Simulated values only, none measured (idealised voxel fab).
Module name: voxel transistor to metal (process module)
Section cut is 250 nm wide and gridded with 5 nm square cells.
Notation: cross-section as square-cell grid; stated in bands, top first, going down; one or more cell rows per band.
For a band, the entry starts with two heights in nm, that of the top and then that of the bottom, and carries on with the band's materials in order from left to right, each alongside its width in nm; the word "all across" beside a single material means it fills the band edge to edge, and "air" means empty space.
Heights are measured from 0, the level below which the as-received wafer is all one material; the lowest band has no bottom and continues downward, written as in "from 0 down".
The two numbers in a width such as "30 to 40" mark its ends across the band: the first belongs to the top row of cells, the second to the bottom row, and from each row to the next the width moves by the same amount.
"remains unaltered" means the step left every cell of the cross-section as it was.
The label "Entrapped voids" introduces a list of the empty spaces, 8 cells or larger, that have no open way up to the top; each entry in it reads width x height at distance, where the distance is taken from the left edge and all three are stated in nm.
Heads up: the bit after the settings on a step's line is the simulator's remark on that step.
The optional step-line setting "overlay nm" applies to steps with a mask and quantifies how far to the right of its planned location the mask lay, a negative value indicating leftward placement.

The steps planned for the process are as follows
1 RECEIVE,material Si
2 CONFORMAL_DEP,material SiO2,thk nm 5
3 CONFORMAL_DEP,material SiN,thk nm 15
4 MASKED_ETCH,tone cover,mask id ACTIVE,width nm 85,pitch nm 115,etch materials SiN,depth nm 15,overlay nm 0
5 MASKED_ETCH,tone cover,mask id ACTIVE,width nm 85,pitch nm 115,etch materials SiO2,depth nm 5,overlay nm 0
6 MASKED_ETCH,tone cover,mask id ACTIVE,width nm 85,pitch nm 115,etch materials Si,depth nm 20,overlay nm 0
7 OXIDIZE,depth nm 5
8 FILL_DEP,material SiO2,thk nm 5
9 CMP,height nm 20
10 SELECTIVE_ETCH,etch materials SiO2,depth nm 15
11 STRIP,etch materials SiN
12 SELECTIVE_ETCH,etch materials SiO2,depth nm 5
13 OXIDIZE,depth nm 5
14 DIRECTIONAL_DEP,material polySi,thk nm 30
15 DIRECTIONAL_DEP,material SiCN,thk nm 15
16 PATTERN,tone cover,mask id GATE,material resist,width nm 15,pitch nm 115,thk nm 20,overlay nm 0
17 DIRECTIONAL_ETCH,etch materials SiCN,depth nm 25
18 DIRECTIONAL_ETCH,etch materials polySi,depth nm 40
19 STRIP,etch materials resist
20 CONFORMAL_DEP,material SiN,thk nm 5
21 DIRECTIONAL_ETCH,etch materials SiN,depth nm 5
22 DIRECTIONAL_ETCH,etch materials SiO2,depth nm 5
23 DIRECTIONAL_ETCH,etch materials Si,depth nm 10
24 EPI,material nSi,thk nm 10
25 FILL_DEP,material SiO2,thk nm 10
26 CMP,height nm 45
27 DIRECTIONAL_DEP,material SiO2,thk nm 15
28 PATTERN,tone open,mask id CONTACT,material resist,width nm 15,thk nm 15,overlay nm 0
29 DIRECTIONAL_ETCH,etch materials SiO2,depth nm 65
30 STRIP,etch materials resist
31 CONFORMAL_DEP,material TiN,thk nm 5
32 FILL_DEP,material W,thk nm 5
33 CMP,height nm 60
34 DIRECTIONAL_DEP,material TiN,thk nm 5
35 DIRECTIONAL_DEP,material W,thk nm 15
36 DIRECTIONAL_DEP,material aC,thk nm 10
37 PATTERN,tone cover,mask id METAL_1,material resist,width nm 15,thk nm 25,overlay nm 0
38 DIRECTIONAL_ETCH,etch materials aC,depth nm 10
39 STRIP,etch materials resist
40 DIRECTIONAL_ETCH,etch materials W,depth nm 15
41 DIRECTIONAL_ETCH,etch materials TiN,depth nm 5
42 STRIP,etch materials aC
43 CONFORMAL_DEP,material SiCN,thk nm 5
44 FILL_DEP,material lowk,thk nm 10
45 CMP,height nm 80
46 CONFORMAL_DEP,material SiCN,thk nm 5

Cross-section: wafer on arrival = after step 1
* from 0 down  Si all across
* Entrapped voids: none

What the wafer looks like in cross-section after this module, when it starts as shown above and follows the plan above but one mistake is made in running it
* from 85 to 80  SiCN all across
* from 80 to 65  25 nm lowk | 5 nm SiCN | 15 nm W | 5 nm SiCN | 35 nm lowk | 5 nm SiCN | 15 nm W | 5 nm SiCN | 30 nm lowk | 5 nm SiCN | 15 nm W | 5 nm SiCN | 35 nm lowk | 5 nm SiCN | 15 nm W | 5 nm SiCN | 25 nm lowk
* from 65 to 60  30 nm SiCN | 15 nm TiN | 45 nm SiCN | 15 nm TiN | 40 nm SiCN | 15 nm TiN | 45 nm SiCN | 15 nm TiN | 30 nm SiCN
* from 60 to 45  30 nm SiO2 | 5 nm TiN | 5 nm W | 5 nm TiN | 45 nm SiO2 | 5 nm TiN | 5 nm W | 5 nm TiN | 40 nm SiO2 | 5 nm TiN | 5 nm W | 5 nm TiN | 45 nm SiO2 | 5 nm TiN | 5 nm W | 5 nm TiN | 30 nm SiO2
* from 45 to 30  30 nm SiO2 | 5 nm TiN | 5 nm W | 5 nm TiN | 10 nm SiO2 | 5 nm SiN | 15 nm SiCN | 5 nm SiN | 10 nm SiO2 | 5 nm TiN | 5 nm W | 5 nm TiN | 40 nm SiO2 | 5 nm TiN | 5 nm W | 5 nm TiN | 10 nm SiO2 | 5 nm SiN | 15 nm SiCN | 5 nm SiN | 10 nm SiO2 | 5 nm TiN | 5 nm W | 5 nm TiN | 30 nm SiO2
* from 30 to 5  30 nm SiO2 | 5 nm TiN | 5 nm W | 5 nm TiN | 10 nm SiO2 | 5 nm SiN | 15 nm polySi | 5 nm SiN | 10 nm SiO2 | 5 nm TiN | 5 nm W | 5 nm TiN | 40 nm SiO2 | 5 nm TiN | 5 nm W | 5 nm TiN | 10 nm SiO2 | 5 nm SiN | 15 nm polySi | 5 nm SiN | 10 nm SiO2 | 5 nm TiN | 5 nm W | 5 nm TiN | 30 nm SiO2
* from 5 to 0  30 nm SiO2 | 15 nm TiN | 10 nm nSi | 5 nm SiN | 15 nm polySi | 5 nm SiN | 10 nm nSi | 15 nm TiN | 40 nm SiO2 | 15 nm TiN | 10 nm nSi | 5 nm SiN | 15 nm polySi | 5 nm SiN | 10 nm nSi | 15 nm TiN | 30 nm SiO2
* from 0 to -5  20 nm SiO2 | 10 nm SiN | 25 nm nSi | 25 nm SiO2 | 25 nm nSi | 10 nm SiN | 20 nm SiO2 | 10 nm SiN | 25 nm nSi | 25 nm SiO2 | 25 nm nSi | 10 nm SiN | 20 nm SiO2
* from -5 to -10  35 nm SiO2 | 20 nm nSi | 25 nm Si | 20 nm nSi | 50 nm SiO2 | 20 nm nSi | 25 nm Si | 20 nm nSi | 35 nm SiO2
* from -10 to -15  30 nm SiO2 | 5 nm Si | 20 nm nSi | 25 nm Si | 20 nm nSi | 5 nm Si | 40 nm SiO2 | 5 nm Si | 20 nm nSi | 25 nm Si | 20 nm nSi | 5 nm Si | 30 nm SiO2
* from -15 to -25  30 nm SiO2 | 75 nm Si | 40 nm SiO2 | 75 nm Si | 30 nm SiO2
* from -25 down  Si all across
* Entrapped voids: none
What broke from the plan during processing? not run: step 2 of the plan (skipped)
